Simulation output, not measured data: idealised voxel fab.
Process module heading - voxel air gaps
The cross-section shown here is cut; it is 295 nm wide and divided into square cells measuring 5 nm on a side.
In this document a cross-section is written as a grid of square cells. It is given as a series of bands, listed from the top down, and a band is one or more rows of cells.
In this notation a band is specified by the heights of its top and bottom, in that order and in nm, after which its materials appear from left to right, each paired with its width in nm. The word "all across" attached to a single material means that material fills the band from edge to edge; the word "blank" stands for empty space.
Zero point of the height axis is 0; under it, received wafer = one material. Lowest band: continues down indefinitely, "0 and below".
The width entry "30 to 40" should be interpreted row by row: the top row of cells in the band takes the first number, the bottom row takes the second number, and the change between adjacent rows is uniform throughout.
The cross-section has no changed cell in any step marked "nothing different".
"closed voids" means: voids of 8 cells or more that are shut off from the top with no open way through. Written width x height at distance, distance from the left edge, in nm.
On a step's line, text after the settings is the simulator commenting on that step.
Each step line may optionally specify "overlay nm", which for a step with a mask gives the rightward distance between the mask's planned place and where it lay, a negative value indicating the leftward direction.

HERE'S WHAT THE PLANNED PROCESS STEPS LOOK LIKE
1 RECEIVE | material Si
2 CONFORMAL_DEP | material SiO2 | thk nm 15
3 CONFORMAL_DEP | material SiN | thk nm 5
4 DIRECTIONAL_DEP | material lowk | thk nm 35
5 MASKED_ETCH | tone open | mask id LINES | width nm 20 | pitch nm 50 | etch materials lowk | depth nm 35 | overlay nm 0
6 CONFORMAL_DEP | material TiN | thk nm 5
7 FILL_DEP | material Cu | thk nm 5
8 CMP | height nm 55
9 EPI | material Ru | thk nm 10
10 SELECTIVE_ETCH | etch materials lowk | depth nm 45
11 CONFORMAL_DEP | material SiN | thk nm 5

FIRST OF THE TWO WAFERS, RUN PER PLAN

STEP 1 COMPLETE: CROSS-SECTION OF THE WAFER AS RECEIVED
    0 and below: Si all across
    closed voids: none

UPON COMPLETION OF STEP 2, THE WAFER APPEARS IN CROSS-SECTION AS SHOWN
    15 down to 0: SiO2 all across
    Anything lower than 0 is untouched.

UPON COMPLETION OF STEP 3, THE WAFER APPEARS IN CROSS-SECTION AS SHOWN
    20 down to 15: SiN all across
    Anything lower than 15 is untouched.

UPON COMPLETION OF STEP 4, THE WAFER APPEARS IN CROSS-SECTION AS SHOWN
    55 down to 20: lowk all across
    Anything lower than 20 is untouched.

UPON COMPLETION OF STEP 5, THE WAFER APPEARS IN CROSS-SECTION AS SHOWN
    55 down to 20: 85 nm lowk; 20 nm blank; 30 nm lowk; 20 nm blank; 30 nm lowk; 20 nm blank; 90 nm lowk
    Anything lower than 20 is untouched.

UPON COMPLETION OF STEP 6, THE WAFER APPEARS IN CROSS-SECTION AS SHOWN
    60 down to 55: 90 nm TiN; 10 nm blank; 40 nm TiN; 10 nm blank; 40 nm TiN; 10 nm blank; 95 nm TiN
    55 down to 25: 85 nm lowk; 5 nm TiN; 10 nm blank; 5 nm TiN; 30 nm lowk; 5 nm TiN; 10 nm blank; 5 nm TiN; 30 nm lowk; 5 nm TiN; 10 nm blank; 5 nm TiN; 90 nm lowk
    25 down to 20: 85 nm lowk; 20 nm TiN; 30 nm lowk; 20 nm TiN; 30 nm lowk; 20 nm TiN; 90 nm lowk
    Anything lower than 20 is untouched.

UPON COMPLETION OF STEP 7, THE WAFER APPEARS IN CROSS-SECTION AS SHOWN
    65 down to 60: Cu all across
    60 down to 55: 90 nm TiN; 10 nm Cu; 40 nm TiN; 10 nm Cu; 40 nm TiN; 10 nm Cu; 95 nm TiN
    55 down to 25: 85 nm lowk; 5 nm TiN; 10 nm Cu; 5 nm TiN; 30 nm lowk; 5 nm TiN; 10 nm Cu; 5 nm TiN; 30 nm lowk; 5 nm TiN; 10 nm Cu; 5 nm TiN; 90 nm lowk
    Anything lower than 25 is untouched.

UPON COMPLETION OF STEP 8, THE WAFER APPEARS IN CROSS-SECTION AS SHOWN
    55 down to 25: 85 nm lowk; 5 nm TiN; 10 nm Cu; 5 nm TiN; 30 nm lowk; 5 nm TiN; 10 nm Cu; 5 nm TiN; 30 nm lowk; 5 nm TiN; 10 nm Cu; 5 nm TiN; 90 nm lowk
    Anything lower than 25 is untouched.

UPON COMPLETION OF STEP 9, THE WAFER APPEARS IN CROSS-SECTION AS SHOWN
    65 down to 55: 75 nm blank; 40 nm Ru; 10 nm blank; 40 nm Ru; 10 nm blank; 40 nm Ru; 80 nm blank
    Anything lower than 55 is untouched.

UPON COMPLETION OF STEP 10, THE WAFER APPEARS IN CROSS-SECTION AS SHOWN
    65 down to 55: 75 nm blank; 40 nm Ru; 10 nm blank; 40 nm Ru; 10 nm blank; 40 nm Ru; 80 nm blank
    55 down to 25: 85 nm blank; 5 nm TiN; 10 nm Cu; 5 nm TiN; 30 nm blank; 5 nm TiN; 10 nm Cu; 5 nm TiN; 30 nm blank; 5 nm TiN; 10 nm Cu; 5 nm TiN; 90 nm blank
    25 down to 20: 85 nm blank; 20 nm TiN; 30 nm blank; 20 nm TiN; 30 nm blank; 20 nm TiN; 90 nm blank
    Anything lower than 20 is untouched.

UPON COMPLETION OF STEP 11, THE WAFER APPEARS IN CROSS-SECTION AS SHOWN
    70 down to 65: 70 nm blank; 150 nm SiN; 75 nm blank
    65 down to 55: 70 nm blank; 5 nm SiN; 40 nm Ru; 10 nm SiN; 40 nm Ru; 10 nm SiN; 40 nm Ru; 5 nm SiN; 75 nm blank
    55 down to 50: 70 nm blank; 15 nm SiN; 5 nm TiN; 10 nm Cu; 5 nm TiN; 30 nm SiN; 5 nm TiN; 10 nm Cu; 5 nm TiN; 30 nm SiN; 5 nm TiN; 10 nm Cu; 5 nm TiN; 15 nm SiN; 75 nm blank
    50 down to 25: 80 nm blank; 5 nm SiN; 5 nm TiN; 10 nm Cu; 5 nm TiN; 5 nm SiN; 20 nm blank; 5 nm SiN; 5 nm TiN; 10 nm Cu; 5 nm TiN; 5 nm SiN; 20 nm blank; 5 nm SiN; 5 nm TiN; 10 nm Cu; 5 nm TiN; 5 nm SiN; 85 nm blank
    25 down to 20: 85 nm SiN; 20 nm TiN; 30 nm SiN; 20 nm TiN; 30 nm SiN; 20 nm TiN; 90 nm SiN
    Anything lower than 20 is untouched.
    closed voids: 20 x 25 at 110; 20 x 25 at 160

SECOND WAFER (IDENTICAL START AND PLAN, ONE PROCESSING ERROR; MATCHES FIRST WAFER THROUGH STEP 10)

Second wafer, cut view, end of step 11 per plan: nothing different
Nonconformance to the process plan: step 11 of the plan did not run at all; it was left out
The second wafer ends with more or fewer cells of some materials than the first, per final count: -137 SiN
Final observation: first wafer, 2 closed voids; second wafer, 0 closed voids.
